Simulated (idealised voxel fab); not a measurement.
The process module that follows is named voxel self aligned vias.
The figure presents cross-section cut, which has a width of 160 nm and is divided into square cells with an edge length of 5 nm.
Reading order for cross-sections: top band down to bottom band. Underlying form: a grid of square cells. Band size: one or more rows of cells.
A band entry consists of two parts. The first gives the height of the band's top and the height of its bottom, in nm. The rest lists the band's materials from left to right, each with its width in nm. A single material labelled with the word "throughout" fills the band from edge to edge, and the word "empty" marks empty space.
The reference from which all heights are counted is 0, the level beneath which the as-received wafer is entirely one material; the lowest band, having no lower bound, proceeds downward and is written after the example "0 -> down".
Note: "30->40" means the width goes from the first number (top row of the band) to the second number (bottom row) in equal steps per row of cells.
"remained the same", as given for a step, is the statement that not any cell of the cross-section underwent a change during that step.
Listed in "Unvented voids": every empty space of 8 or more cells without an open way to the top. Form: width x height at distance, the distance being from the left edge, all in nm.
Past the settings on a step's line: simulator remark, on that step.
If you see "overlay nm" on a step's line and that step has a mask, it's telling you how far right of where it was planned the mask ended up; a negative number means it went left instead.
## Planned step list for the process
1 RECEIVE,material Si
2 CONFORMAL_DEP,material SiO2,thk nm 15
3 CONFORMAL_DEP,material SiCN,thk nm 5
4 DIRECTIONAL_DEP,material SiO2,thk nm 25
5 MASKED_ETCH,tone open,mask id LINES,width nm 25,pitch nm 50,etch materials SiO2,depth nm 25,overlay nm 0
6 CONFORMAL_DEP,material TiN,thk nm 5
7 FILL_DEP,material Ru,thk nm 10
8 CMP,height nm 45
9 SELECTIVE_ETCH,etch materials W Ru TiN,depth nm 10
10 FILL_DEP,material SiN,thk nm 5
11 CMP,height nm 45
12 DIRECTIONAL_DEP,material SiO2,thk nm 20
13 PATTERN,tone open,mask id VIAS,material resist,width nm 35,pitch nm 50,thk nm 20,overlay nm 0
14 DIRECTIONAL_ETCH,etch materials SiO2,depth nm 20
15 DIRECTIONAL_ETCH,etch materials SiN,depth nm 10
16 STRIP,etch materials resist
17 CONFORMAL_DEP,material TiN,thk nm 5
18 FILL_DEP,material W,thk nm 10
19 CMP,height nm 65
20 CONFORMAL_DEP,material SiCN,thk nm 5
## First wafer out of two, processed as planned
## Received-state cross-section, reflecting completion of step 1
0 -> down = Si throughout
Unvented voids: none
## Take a look at the wafer's cross-section after step 2
15 -> 0 = SiO2 throughout
Rest of section, below 0: as before.
## Take a look at the wafer's cross-section after step 3
20 -> 15 = SiCN throughout
Rest of section, below 15: as before.
## Take a look at the wafer's cross-section after step 4
45 -> 20 = SiO2 throughout
Rest of section, below 20: as before.
## Take a look at the wafer's cross-section after step 5
45 -> 20 = SiO2 (40); empty (25); SiO2 (25); empty (25); SiO2 (45)
Rest of section, below 20: as before.
## Take a look at the wafer's cross-section after step 6
50 -> 45 = TiN (45); empty (15); TiN (35); empty (15); TiN (50)
45 -> 25 = SiO2 (40); TiN (5); empty (15); TiN (5); SiO2 (25); TiN (5); empty (15); TiN (5); SiO2 (45)
25 -> 20 = SiO2 (40); TiN (25); SiO2 (25); TiN (25); SiO2 (45)
Rest of section, below 20: as before.
## Take a look at the wafer's cross-section after step 7
60 -> 50 = Ru throughout
50 -> 45 = TiN (45); Ru (15); TiN (35); Ru (15); TiN (50)
45 -> 25 = SiO2 (40); TiN (5); Ru (15); TiN (5); SiO2 (25); TiN (5); Ru (15); TiN (5); SiO2 (45)
Rest of section, below 25: as before.
## Take a look at the wafer's cross-section after step 8
45 -> 25 = SiO2 (40); TiN (5); Ru (15); TiN (5); SiO2 (25); TiN (5); Ru (15); TiN (5); SiO2 (45)
Rest of section, below 25: as before.
## Take a look at the wafer's cross-section after step 9
45 -> 35 = SiO2 (40); empty (25); SiO2 (25); empty (25); SiO2 (45)
Rest of section, below 35: as before.
## Take a look at the wafer's cross-section after step 10
50 -> 45 = SiN throughout
45 -> 35 = SiO2 (40); SiN (25); SiO2 (25); SiN (25); SiO2 (45)
Rest of section, below 35: as before.
## Take a look at the wafer's cross-section after step 11
45 -> 35 = SiO2 (40); SiN (25); SiO2 (25); SiN (25); SiO2 (45)
Rest of section, below 35: as before.
## Take a look at the wafer's cross-section after step 12
65 -> 45 = SiO2 throughout
Rest of section, below 45: as before.
## Take a look at the wafer's cross-section after step 13
85 -> 65 = resist (35); empty (35); resist (15); empty (35); resist (40)
Rest of section, below 65: as before.
## Take a look at the wafer's cross-section after step 14
85 -> 65 = resist (35); empty (35); resist (15); empty (35); resist (40)
65 -> 45 = SiO2 (35); empty (35); SiO2 (15); empty (35); SiO2 (40)
Rest of section, below 45: as before.
## Take a look at the wafer's cross-section after step 15
85 -> 65 = resist (35); empty (35); resist (15); empty (35); resist (40)
65 -> 45 = SiO2 (35); empty (35); SiO2 (15); empty (35); SiO2 (40)
45 -> 35 = SiO2 (40); empty (25); SiO2 (25); empty (25); SiO2 (45)
Rest of section, below 35: as before.
## Take a look at the wafer's cross-section after step 16
65 -> 45 = SiO2 (35); empty (35); SiO2 (15); empty (35); SiO2 (40)
Rest of section, below 45: as before.
## Take a look at the wafer's cross-section after step 17
70 -> 65 = TiN (40); empty (25); TiN (25); empty (25); TiN (45)
65 -> 50 = SiO2 (35); TiN (5); empty (25); TiN (5); SiO2 (15); TiN (5); empty (25); TiN (5); SiO2 (40)
50 -> 40 = SiO2 (35->40); TiN (10->5); empty (15); TiN (10->5); SiO2 (15->25); TiN (10->5); empty (15); TiN (10->5); SiO2 (40->45)
40 -> 35 = SiO2 (40); TiN (25); SiO2 (25); TiN (25); SiO2 (45)
Rest of section, below 35: as before.
## Take a look at the wafer's cross-section after step 18
80 -> 70 = W throughout
70 -> 65 = TiN (40); W (25); TiN (25); W (25); TiN (45)
65 -> 50 = SiO2 (35); TiN (5); W (25); TiN (5); SiO2 (15); TiN (5); W (25); TiN (5); SiO2 (40)
50 -> 40 = SiO2 (35->40); TiN (10->5); W (15); TiN (10->5); SiO2 (15->25); TiN (10->5); W (15); TiN (10->5); SiO2 (40->45)
Rest of section, below 40: as before.
## Take a look at the wafer's cross-section after step 19
65 -> 50 = SiO2 (35); TiN (5); W (25); TiN (5); SiO2 (15); TiN (5); W (25); TiN (5); SiO2 (40)
Rest of section, below 50: as before.
## Take a look at the wafer's cross-section after step 20
70 -> 65 = SiCN throughout
Rest of section, below 65: as before.
## Second wafer, same starting conditions and recipe as the first, one mistake in executing it, nothing differs from the first up to and including step 4
## Second wafer, section view, time point: scheduled end of step 5
45 -> 20 = SiO2 (40); empty (30); SiO2 (20); empty (30); SiO2 (40)
Rest of section, below 20: as before.
## Second wafer, section view, time point: scheduled end of step 6
50 -> 45 = TiN (45); empty (20); TiN (30); empty (20); TiN (45)
45 -> 25 = SiO2 (40); TiN (5); empty (20); TiN (5); SiO2 (20); TiN (5); empty (20); TiN (5); SiO2 (40)
25 -> 20 = SiO2 (40); TiN (30); SiO2 (20); TiN (30); SiO2 (40)
Rest of section, below 20: as before.
## Second wafer, section view, time point: scheduled end of step 7
60 -> 50 = Ru throughout
50 -> 45 = TiN (45); Ru (20); TiN (30); Ru (20); TiN (45)
45 -> 25 = SiO2 (40); TiN (5); Ru (20); TiN (5); SiO2 (20); TiN (5); Ru (20); TiN (5); SiO2 (40)
Rest of section, below 25: as before.
## Second wafer, section view, time point: scheduled end of step 8
45 -> 25 = SiO2 (40); TiN (5); Ru (20); TiN (5); SiO2 (20); TiN (5); Ru (20); TiN (5); SiO2 (40)
Rest of section, below 25: as before.
## Second wafer, section view, time point: scheduled end of step 9
45 -> 35 = SiO2 (40); empty (30); SiO2 (20); empty (30); SiO2 (40)
Rest of section, below 35: as before.
## Second wafer, section view, time point: scheduled end of step 10
50 -> 45 = SiN throughout
45 -> 35 = SiO2 (40); SiN (30); SiO2 (20); SiN (30); SiO2 (40)
Rest of section, below 35: as before.
## Second wafer, section view, time point: scheduled end of step 11
45 -> 35 = SiO2 (40); SiN (30); SiO2 (20); SiN (30); SiO2 (40)
Rest of section, below 35: as before.
## Second wafer, section view, time point: scheduled end of step 12
65 -> 45 = SiO2 throughout
Rest of section, below 45: as before.
## Second wafer, section view, time point: scheduled end of step 13
85 -> 65 = resist (35); empty (35); resist (15); empty (35); resist (40)
Rest of section, below 65: as before.
## Second wafer, section view, time point: scheduled end of step 14
85 -> 65 = resist (35); empty (35); resist (15); empty (35); resist (40)
65 -> 45 = SiO2 (35); empty (35); SiO2 (15); empty (35); SiO2 (40)
Rest of section, below 45: as before.
## Second wafer, section view, time point: scheduled end of step 15
85 -> 65 = resist (35); empty (35); resist (15); empty (35); resist (40)
65 -> 45 = SiO2 (35); empty (35); SiO2 (15); empty (35); SiO2 (40)
45 -> 35 = SiO2 (40); empty (30); SiO2 (20); empty (30); SiO2 (40)
Rest of section, below 35: as before.
## Second wafer, section view, time point: scheduled end of step 16
65 -> 45 = SiO2 (35); empty (35); SiO2 (15); empty (35); SiO2 (40)
Rest of section, below 45: as before.
## Second wafer, section view, time point: scheduled end of step 17
70 -> 65 = TiN (40); empty (25); TiN (25); empty (25); TiN (45)
65 -> 50 = SiO2 (35); TiN (5); empty (25); TiN (5); SiO2 (15); TiN (5); empty (25); TiN (5); SiO2 (40)
50 -> 40 = SiO2 (35->40); TiN (10->5); empty (20); TiN (5); SiO2 (15->20); TiN (10->5); empty (20); TiN (5); SiO2 (40)
40 -> 35 = SiO2 (40); TiN (30); SiO2 (20); TiN (30); SiO2 (40)
Rest of section, below 35: as before.
## Second wafer, section view, time point: scheduled end of step 18
80 -> 70 = W throughout
70 -> 65 = TiN (40); W (25); TiN (25); W (25); TiN (45)
65 -> 50 = SiO2 (35); TiN (5); W (25); TiN (5); SiO2 (15); TiN (5); W (25); TiN (5); SiO2 (40)
50 -> 40 = SiO2 (35->40); TiN (10->5); W (20); TiN (5); SiO2 (15->20); TiN (10->5); W (20); TiN (5); SiO2 (40)
Rest of section, below 40: as before.
## Second wafer, section view, time point: scheduled end of step 19
65 -> 50 = SiO2 (35); TiN (5); W (25); TiN (5); SiO2 (15); TiN (5); W (25); TiN (5); SiO2 (40)
Rest of section, below 50: as before.
## Second wafer, section view, time point: scheduled end of step 20
70 -> 65 = SiCN throughout
Rest of section, below 65: as before.
What went wrong in running the wafer? step 5 changed vs plan, executed as MASKED_ETCH,tone open,mask id LINES,width nm 30,pitch nm 50,etch materials SiO2,depth nm 25,overlay nm 0
Heads up, by the end the second wafer has more or fewer cells of some materials compared to the first: +4 Ru; -10 SiO2; +2 TiN; +4 W
